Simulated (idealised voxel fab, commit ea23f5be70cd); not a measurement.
Process module, titled voxel trench capacitor
Cross-section cut: width 300 nm, square cells of 5 nm.
Cross-section, as written here: a square-cell grid given band by band from the top down, where a band holds one or more rows of cells. Band: top height; bottom height; in nm. Then, left to right: material with width in nm, for each material. "all across": a single material spanning edge to edge. "air": empty space. All heights in this document are referenced to 0, defined as the level beneath which the wafer, as received, consists entirely of one material. The lowest band is not bounded below; it extends indefinitely downward and is written in the form "top 0, no bottom". Think of "30->40" as a width that walks from the first number to the second as you go down the band, top row to bottom row, taking equal-sized steps from row to row. Any step labelled "nothing different" changed none of the cells in the cross-section. "Listed closed voids" enumerates empty spaces isolated from the top, with no open way to it, that contain at least 8 cells, giving each as width x height at distance from the left edge, all three in nm. That trailing text on a step's line, after the settings, is the simulator's own remark on the step. overlay nm: where the mask lay relative to plan, measured to the right, on steps with a mask; negatives go left.

Below is the list of planned process steps
step 1: RECEIVE | material Si
step 2: CONFORMAL_DEP | material SiN | thk nm 10
step 3: MASKED_ETCH | tone open | mask id TRENCH | width nm 30 | pitch nm 55 | etch materials SiN | depth nm 10 | overlay nm -15
step 4: MASKED_ETCH | tone open | mask id TRENCH | width nm 30 | pitch nm 55 | etch materials Si | depth nm 30 | overlay nm 0
step 5: CONFORMAL_DEP | material HfO2 | thk nm 5
step 6: CONFORMAL_DEP | material TiN | thk nm 5
step 7: FILL_DEP | material W | thk nm 10
step 8: CMP | height nm 10
It is noted that the wafers described herein are identical at the outset and are distinguished by the overlay nm of step 3; the value stated in the plan corresponds to the first wafer.

This is how the first of several wafers looked in cross-section when it arrived, which is after step 1
    top 0, no bottom  Si all across
    Listed closed voids: none

Heads up, this table goes wafer by wafer. A row tells you, at the end of the module, how many cells of each material that wafer has put on (+) or dropped (-) since it was received, and then its closed voids
overlay nm -15 | +80 HfO2 | -72 Si | +72 SiN | +40 TiN | Listed closed voids: none
overlay nm -10 | +80 HfO2 | -96 Si | +72 SiN | +64 TiN | Listed closed voids: none
overlay nm -5 | +80 HfO2 | -120 Si | +72 SiN | +64 TiN | +24 W | Listed closed voids: none
overlay nm 0 | +80 HfO2 | -144 Si | +72 SiN | +64 TiN | +48 W | Listed closed voids: none
overlay nm 5 | +80 HfO2 | -120 Si | +72 SiN | +64 TiN | +24 W | Listed closed voids: none
overlay nm 10 | +80 HfO2 | -96 Si | +72 SiN | +64 TiN | Listed closed voids: none
overlay nm 15 | +80 HfO2 | -72 Si | +72 SiN | +40 TiN | Listed closed voids: none
